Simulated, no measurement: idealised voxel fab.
The name of this process module is voxel capacitor over wiring.
Square cell edge 5 nm, section width 245 nm, ID cut.
Square cells in a grid make up a cross-section in this document, and the grid is given as bands, listed from the top down, each one or more rows of cells.
Read a band's entry like this: the first values are the height of its top and the height of its bottom in nm, and what follows is the sequence of materials from left to right, each with its width in nm. Note that "empty" is empty space, and that a single material marked "edge to edge" reaches across the band from edge to edge.
Height is counted from the level 0, under which the received wafer is composed throughout of one material. The lowest of the bands is not closed at the bottom but continues downward, in the notation "from 0 down".
Quick explanation for "30 to 40": the width changes in equal steps down the rows of cells, from the first number in the band's top row to the second number in its bottom row.
Take "identical to before" at face value: in the step it is given for, the cross-section changed in none of its cells.
Heads up: "Trapped void list" only lists the empty pockets with no open path to the top that are 8 cells or more, and it writes them as width x height at distance, distance from the left edge, in nm.
It should be noted that, on the line of a given step, the content following the step's settings is a remark produced by the simulator itself with respect to that step.
Each step line may optionally specify "overlay nm", which for a step with a mask gives the rightward distance between the mask's planned place and where it lay, a negative value indicating the leftward direction.

### Process steps (planned)
step 1: RECEIVE [material Si]
step 2: CONFORMAL_DEP [material SiO2] [thk nm 15]
step 3: DIRECTIONAL_DEP [material TiN] [thk nm 5]
step 4: DIRECTIONAL_DEP [material W] [thk nm 15]
step 5: MASKED_ETCH [tone cover] [mask id METAL_1] [width nm 20] [pitch nm 85] [etch materials W] [depth nm 15] [overlay nm 0]
step 6: MASKED_ETCH [tone cover] [mask id METAL_1] [width nm 20] [pitch nm 85] [etch materials TiN] [depth nm 5] [overlay nm 0]
step 7: CONFORMAL_DEP [material SiN] [thk nm 5]
step 8: FILL_DEP [material lowk] [thk nm 10]
step 9: CMP [height nm 35]
step 10: CONFORMAL_DEP [material SiCN] [thk nm 5]
step 11: DIRECTIONAL_DEP [material lowk] [thk nm 20]
step 12: MASKED_ETCH [tone open] [mask id PLUG_1] [width nm 15] [etch materials lowk] [depth nm 20] [overlay nm 0]
step 13: MASKED_ETCH [tone open] [mask id PLUG_1] [width nm 15] [etch materials SiCN] [depth nm 5] [overlay nm 0]
step 14: EPI [material Ru] [thk nm 10]
step 15: EPI [material Ru] [thk nm 10]
step 16: EPI [material Ru] [thk nm 5]
step 17: DIRECTIONAL_DEP [material TiN] [thk nm 5]
step 18: DIRECTIONAL_DEP [material Al2O3] [thk nm 5]
step 19: DIRECTIONAL_DEP [material TiN] [thk nm 5]
step 20: PATTERN [tone cover] [mask id UPPER_PLATE] [material resist] [width nm 70] [thk nm 15] [overlay nm 0]
step 21: DIRECTIONAL_ETCH [etch materials TiN] [depth nm 5]
step 22: DIRECTIONAL_ETCH [etch materials Al2O3] [depth nm 5]
step 23: STRIP [etch materials resist]
step 24: PATTERN [tone cover] [mask id LOWER_PLATE] [material resist] [width nm 80] [thk nm 20] [overlay nm 0]
step 25: DIRECTIONAL_ETCH [etch materials TiN] [depth nm 5]
step 26: STRIP [etch materials resist]
step 27: FILL_DEP [material SiO2] [thk nm 20]
step 28: CMP [height nm 90]
step 29: MASKED_ETCH [tone open] [mask id PLUG_2] [width nm 15] [etch materials SiO2] [depth nm 15] [overlay nm 0]
step 30: CONFORMAL_DEP [material TiN] [thk nm 5]
step 31: FILL_DEP [material Ru] [thk nm 10]
step 32: CMP [height nm 90]
step 33: CONFORMAL_DEP [material SiN] [thk nm 5]

### The first of the two wafers, which ran as planned

### Cross-section: wafer on arrival = after step 1
- from 0 down | Si edge to edge
- Trapped void list: none

### Cross-section through the wafer, step 2 finished
- from 15 to 0 | SiO2 edge to edge
- Below 0 it's all the same as before, nothing changed down there.

### Cross-section through the wafer, step 3 finished
- from 20 to 15 | TiN edge to edge
- Below 15 it's all the same as before, nothing changed down there.

### Cross-section through the wafer, step 4 finished
- from 35 to 20 | W edge to edge
- Below 20 it's all the same as before, nothing changed down there.

### Cross-section through the wafer, step 5 finished
- from 35 to 20 | 70 empty | 20 W | 65 empty | 20 W | 70 empty
- Below 20 it's all the same as before, nothing changed down there.

### Cross-section through the wafer, step 6 finished
- from 35 to 20 | 70 empty | 20 W | 65 empty | 20 W | 70 empty
- from 20 to 15 | 70 empty | 20 TiN | 65 empty | 20 TiN | 70 empty
- Below 15 it's all the same as before, nothing changed down there.

### Cross-section through the wafer, step 7 finished
- from 40 to 35 | 65 empty | 30 SiN | 55 empty | 30 SiN | 65 empty
- from 35 to 20 | 65 empty | 5 SiN | 20 W | 5 SiN | 55 empty | 5 SiN | 20 W | 5 SiN | 65 empty
- from 20 to 15 | 70 SiN | 20 TiN | 65 SiN | 20 TiN | 70 SiN
- Below 15 it's all the same as before, nothing changed down there.

### Cross-section through the wafer, step 8 finished
- from 50 to 40 | lowk edge to edge
- from 40 to 35 | 65 lowk | 30 SiN | 55 lowk | 30 SiN | 65 lowk
- from 35 to 20 | 65 lowk | 5 SiN | 20 W | 5 SiN | 55 lowk | 5 SiN | 20 W | 5 SiN | 65 lowk
- Below 20 it's all the same as before, nothing changed down there.

### Cross-section through the wafer, step 9 finished
- from 35 to 20 | 65 lowk | 5 SiN | 20 W | 5 SiN | 55 lowk | 5 SiN | 20 W | 5 SiN | 65 lowk
- Below 20 it's all the same as before, nothing changed down there.

### Cross-section through the wafer, step 10 finished
- from 40 to 35 | SiCN edge to edge
- Below 35 it's all the same as before, nothing changed down there.

### Cross-section through the wafer, step 11 finished
- from 60 to 40 | lowk edge to edge
- Below 40 it's all the same as before, nothing changed down there.

### Cross-section through the wafer, step 12 finished
- from 60 to 40 | 75 lowk | 15 empty | 155 lowk
- Below 40 it's all the same as before, nothing changed down there.

### Cross-section through the wafer, step 13 finished
- from 60 to 40 | 75 lowk | 15 empty | 155 lowk
- from 40 to 35 | 75 SiCN | 15 empty | 155 SiCN
- Below 35 it's all the same as before, nothing changed down there.

### Cross-section through the wafer, step 14 finished
- from 60 to 45 | 75 lowk | 15 empty | 155 lowk
- from 45 to 40 | 75 lowk | 15 Ru | 155 lowk
- from 40 to 35 | 75 SiCN | 15 Ru | 155 SiCN
- Below 35 it's all the same as before, nothing changed down there.

### Cross-section through the wafer, step 15 finished
- from 60 to 55 | 75 lowk | 15 empty | 155 lowk
- from 55 to 40 | 75 lowk | 15 Ru | 155 lowk
- Below 40 it's all the same as before, nothing changed down there.

### Cross-section through the wafer, step 16 finished
- from 60 to 40 | 75 lowk | 15 Ru | 155 lowk
- Below 40 it's all the same as before, nothing changed down there.

### Cross-section through the wafer, step 17 finished
- from 65 to 60 | TiN edge to edge
- Below 60 it's all the same as before, nothing changed down there.

### Cross-section through the wafer, step 18 finished
- from 70 to 65 | Al2O3 edge to edge
- Below 65 it's all the same as before, nothing changed down there.

### Cross-section through the wafer, step 19 finished
- from 75 to 70 | TiN edge to edge
- Below 70 it's all the same as before, nothing changed down there.

### Cross-section through the wafer, step 20 finished
- from 90 to 75 | 75 empty | 70 resist | 100 empty
- Below 75 it's all the same as before, nothing changed down there.

### Cross-section through the wafer, step 21 finished
- from 90 to 75 | 75 empty | 70 resist | 100 empty
- from 75 to 70 | 75 empty | 70 TiN | 100 empty
- Below 70 it's all the same as before, nothing changed down there.

### Cross-section through the wafer, step 22 finished
- from 90 to 75 | 75 empty | 70 resist | 100 empty
- from 75 to 70 | 75 empty | 70 TiN | 100 empty
- from 70 to 65 | 75 empty | 70 Al2O3 | 100 empty
- Below 65 it's all the same as before, nothing changed down there.

### Cross-section through the wafer, step 23 finished
- from 75 to 70 | 75 empty | 70 TiN | 100 empty
- Below 70 it's all the same as before, nothing changed down there.

### Cross-section through the wafer, step 24 finished
- from 95 to 75 | 70 empty | 80 resist | 95 empty
- from 75 to 70 | 70 empty | 5 resist | 70 TiN | 5 resist | 95 empty
- from 70 to 65 | 70 empty | 5 resist | 70 Al2O3 | 5 resist | 95 empty
- Below 65 it's all the same as before, nothing changed down there.

### Cross-section through the wafer, step 25 finished
- from 95 to 75 | 70 empty | 80 resist | 95 empty
- from 75 to 70 | 70 empty | 5 resist | 70 TiN | 5 resist | 95 empty
- from 70 to 65 | 70 empty | 5 resist | 70 Al2O3 | 5 resist | 95 empty
- from 65 to 60 | 70 empty | 80 TiN | 95 empty
- Below 60 it's all the same as before, nothing changed down there.

### Cross-section through the wafer, step 26 finished
- from 75 to 70 | 75 empty | 70 TiN | 100 empty
- from 70 to 65 | 75 empty | 70 Al2O3 | 100 empty
- Below 65 it's all the same as before, nothing changed down there.

### Cross-section through the wafer, step 27 finished
- from 95 to 75 | SiO2 edge to edge
- from 75 to 70 | 75 SiO2 | 70 TiN | 100 SiO2
- from 70 to 65 | 75 SiO2 | 70 Al2O3 | 100 SiO2
- from 65 to 60 | 70 SiO2 | 80 TiN | 95 SiO2
- Below 60 it's all the same as before, nothing changed down there.

### Cross-section through the wafer, step 28 finished
- from 90 to 75 | SiO2 edge to edge
- Below 75 it's all the same as before, nothing changed down there.

### Cross-section through the wafer, step 29 finished
- from 90 to 75 | 85 SiO2 | 15 empty | 145 SiO2
- Below 75 it's all the same as before, nothing changed down there.

### Cross-section through the wafer, step 30 finished
- from 95 to 90 | 90 TiN | 5 empty | 150 TiN
- from 90 to 80 | 85 SiO2 | 5 TiN | 5 empty | 5 TiN | 145 SiO2
- from 80 to 70 | 85 to 75 SiO2 | 15 to 70 TiN | 145 to 100 SiO2
- Below 70 it's all the same as before, nothing changed down there.

### Cross-section through the wafer, step 31 finished
- from 105 to 95 | Ru edge to edge
- from 95 to 90 | 90 TiN | 5 Ru | 150 TiN
- from 90 to 80 | 85 SiO2 | 5 TiN | 5 Ru | 5 TiN | 145 SiO2
- Below 80 it's all the same as before, nothing changed down there.

### Cross-section through the wafer, step 32 finished
- from 90 to 80 | 85 SiO2 | 5 TiN | 5 Ru | 5 TiN | 145 SiO2
- Below 80 it's all the same as before, nothing changed down there.

### Cross-section through the wafer, step 33 finished
- from 95 to 90 | SiN edge to edge
- Below 90 it's all the same as before, nothing changed down there.

### Wafer two. Same start, same plan, one slip in execution. Same as wafer one through step 23, inclusive

### Cross-section of the second wafer at the time by which step 24 should have been completed according to the plan
- from 95 to 75 | 75 empty | 70 resist | 100 empty
- Below 75 it's all the same as before, nothing changed down there.

### Cross-section of the second wafer at the time by which step 25 should have been completed according to the plan
- from 95 to 75 | 75 empty | 70 resist | 100 empty
- from 75 to 70 | 75 empty | 70 TiN | 100 empty
- from 70 to 65 | 75 empty | 70 Al2O3 | 100 empty
- from 65 to 60 | 75 empty | 70 TiN | 100 empty
- Below 60 it's all the same as before, nothing changed down there.

### Cross-section of the second wafer at the time by which step 26 should have been completed according to the plan
- from 75 to 70 | 75 empty | 70 TiN | 100 empty
- Below 70 it's all the same as before, nothing changed down there.

### Cross-section of the second wafer at the time by which step 27 should have been completed according to the plan
- from 95 to 75 | SiO2 edge to edge
- from 75 to 70 | 75 SiO2 | 70 TiN | 100 SiO2
- from 70 to 65 | 75 SiO2 | 70 Al2O3 | 100 SiO2
- from 65 to 60 | 75 SiO2 | 70 TiN | 100 SiO2
- Below 60 it's all the same as before, nothing changed down there.

### Cross-section of the second wafer at the time by which step 28 should have been completed according to the plan
- from 90 to 75 | SiO2 edge to edge
- Below 75 it's all the same as before, nothing changed down there.

### Cross-section of the second wafer at the time by which step 29 should have been completed according to the plan
- from 90 to 75 | 85 SiO2 | 15 empty | 145 SiO2
- Below 75 it's all the same as before, nothing changed down there.

### Cross-section of the second wafer at the time by which step 30 should have been completed according to the plan
- from 95 to 90 | 90 TiN | 5 empty | 150 TiN
- from 90 to 80 | 85 SiO2 | 5 TiN | 5 empty | 5 TiN | 145 SiO2
- from 80 to 70 | 85 to 75 SiO2 | 15 to 70 TiN | 145 to 100 SiO2
- Below 70 it's all the same as before, nothing changed down there.

### Cross-section of the second wafer at the time by which step 31 should have been completed according to the plan
- from 105 to 95 | Ru edge to edge
- from 95 to 90 | 90 TiN | 5 Ru | 150 TiN
- from 90 to 80 | 85 SiO2 | 5 TiN | 5 Ru | 5 TiN | 145 SiO2
- Below 80 it's all the same as before, nothing changed down there.

### Cross-section of the second wafer at the time by which step 32 should have been completed according to the plan
- from 90 to 80 | 85 SiO2 | 5 TiN | 5 Ru | 5 TiN | 145 SiO2
- Below 80 it's all the same as before, nothing changed down there.

### Cross-section of the second wafer at the time by which step 33 should have been completed according to the plan
- from 95 to 90 | SiN edge to edge
- Below 90 it's all the same as before, nothing changed down there.
Finding, execution versus plan: step 24 ran as: PATTERN [tone cover] [mask id LOWER_PLATE] [material resist] [width nm 70] [thk nm 20] [overlay nm 0]
Wafer comparison, final, in cells, second relative to first, materials more or fewer: 2 more of SiO2 | 2 fewer of TiN
